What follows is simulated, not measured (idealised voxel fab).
The name of this process module is voxel self aligned contacts.
Cross-section cut spans 230 nm and uses square cells 5 nm in size.
Cross-sections here: square-cell grids, written as top-down lists of bands, a band being one or more rows of cells. Heads up on the band format: heights come first, top then bottom, in nm. After that it's the materials left to right, each with its width in nm. A single material flagged "full width" fills the whole band edge to edge, and "empty" means there's empty space there. Note: height 0 marks the level under which the wafer is uniformly one material as received. Lowest band unbounded below, written "from 0 down". A width such as "30..40" changes by the same amount from each row of cells to the next, from the band's top row to its bottom row. The designation "stayed the same", where it is given for a processing step, indicates that no cell of the cross-section was altered in the course of that step. The label "Catalogued sealed voids" introduces a list of the empty spaces, 8 cells or larger, that have no open way up to the top; each entry in it reads width x height at distance, where the distance is taken from the left edge and all three are stated in nm. That trailing text on a step's line, after the settings, is the simulator's own remark on the step. overlay nm: where the mask lay relative to plan, measured to the right, on steps with a mask; negatives go left.
-- Steps planned for the process
1) op RECEIVE | material Si
2) op OXIDIZE | depth nm 5
3) op DIRECTIONAL_DEP | material polySi | thk nm 20
4) op DIRECTIONAL_DEP | material SiN | thk nm 25
5) op PATTERN | tone cover | mask id GATE | material resist | width nm 35 | pitch nm 70 | thk nm 15 | overlay nm -10
6) op DIRECTIONAL_ETCH | etch materials SiN | depth nm 25
7) op DIRECTIONAL_ETCH | etch materials polySi | depth nm 20
8) op STRIP | etch materials resist
9) op CONFORMAL_DEP | material SiN | thk nm 10
10) op DIRECTIONAL_ETCH | etch materials SiN | depth nm 10
11) op FILL_DEP | material SiO2 | thk nm 10
12) op CMP | height nm 50
13) op DIRECTIONAL_DEP | material aC | thk nm 15
14) op PATTERN | tone open | mask id CONTACT | material resist | width nm 55 | pitch nm 70 | thk nm 35 | overlay nm 0
15) op DIRECTIONAL_ETCH | etch materials aC | depth nm 15
16) op STRIP | etch materials resist
17) op DIRECTIONAL_ETCH | etch materials SiO2 | depth nm 55
18) op STRIP | etch materials aC
19) op CONFORMAL_DEP | material TiN | thk nm 5
20) op FILL_DEP | material W | thk nm 5
21) op CMP | height nm 50
22) op CONFORMAL_DEP | material SiN | thk nm 5
The value of overlay nm given for step 5 in the plan refers to the first wafer; the wafers vary in this setting and are alike at the start.
-- First of several wafers, received after step 1, in cross-section
* from 0 down: Si full width
* Catalogued sealed voids: none
-- Cross-section of the first of several wafers once the module has run through its last step, step 22
* from 55 to 50: SiN full width
* from 50 to 45: SiO2: 50, then TiN: 15, then W: 5, then TiN: 35, then SiO2: 15, then TiN: 15, then W: 5, then TiN: 35, then SiO2: 55
* from 45 to 20: SiO2: 5, then SiN: 55, then TiN: 5, then W: 5, then TiN: 5, then SiN: 55, then TiN: 5, then W: 5, then TiN: 5, then SiN: 55, then SiO2: 30
* from 20 to 0: SiO2: 5, then SiN: 10, then polySi: 35, then SiN: 10, then TiN: 5, then W: 5, then TiN: 5, then SiN: 10, then polySi: 35, then SiN: 10, then TiN: 5, then W: 5, then TiN: 5, then SiN: 10, then polySi: 35, then SiN: 10, then SiO2: 30
* from 0 to -5: SiO2: 60, then TiN: 15, then SiO2: 55, then TiN: 15, then SiO2: 85
* from -5 down: Si full width
* Catalogued sealed voids: none
-- Last wafer x-sec, end of module
* from 55 to 50: SiN full width
* from 50 to 45: SiO2: 50, then TiN: 40, then W: 5, then TiN: 10, then SiO2: 15, then TiN: 40, then W: 5, then TiN: 10, then SiO2: 55
* from 45 to 20: SiO2: 30, then SiN: 55, then TiN: 5, then W: 5, then TiN: 5, then SiN: 55, then TiN: 5, then W: 5, then TiN: 5, then SiN: 55, then SiO2: 5
* from 20 to 0: SiO2: 30, then SiN: 10, then polySi: 35, then SiN: 10, then TiN: 5, then W: 5, then TiN: 5, then SiN: 10, then polySi: 35, then SiN: 10, then TiN: 5, then W: 5, then TiN: 5, then SiN: 10, then polySi: 35, then SiN: 10, then SiO2: 5
* from 0 to -5: SiO2: 85, then TiN: 15, then SiO2: 55, then TiN: 15, then SiO2: 60
* from -5 down: Si full width
* Catalogued sealed voids: none
-- Where each wafer stands at the end of the module, a row apiece: cells of each material gained (+) or lost (-) since it was received, then closed voids
overlay nm -10, -46 Si, +259 SiN, +127 SiO2, +62 TiN, +20 W, +84 polySi, Catalogued sealed voids: none
overlay nm -5, -46 Si, +259 SiN, +127 SiO2, +62 TiN, +20 W, +84 polySi, Catalogued sealed voids: none
overlay nm 0, -46 Si, +259 SiN, +127 SiO2, +62 TiN, +20 W, +84 polySi, Catalogued sealed voids: none
overlay nm 5, -46 Si, +259 SiN, +127 SiO2, +62 TiN, +20 W, +84 polySi, Catalogued sealed voids: none
overlay nm 10, -46 Si, +259 SiN, +127 SiO2, +62 TiN, +20 W, +84 polySi, Catalogued sealed voids: none
overlay nm 15, -46 Si, +259 SiN, +127 SiO2, +62 TiN, +20 W, +84 polySi, Catalogued sealed voids: none
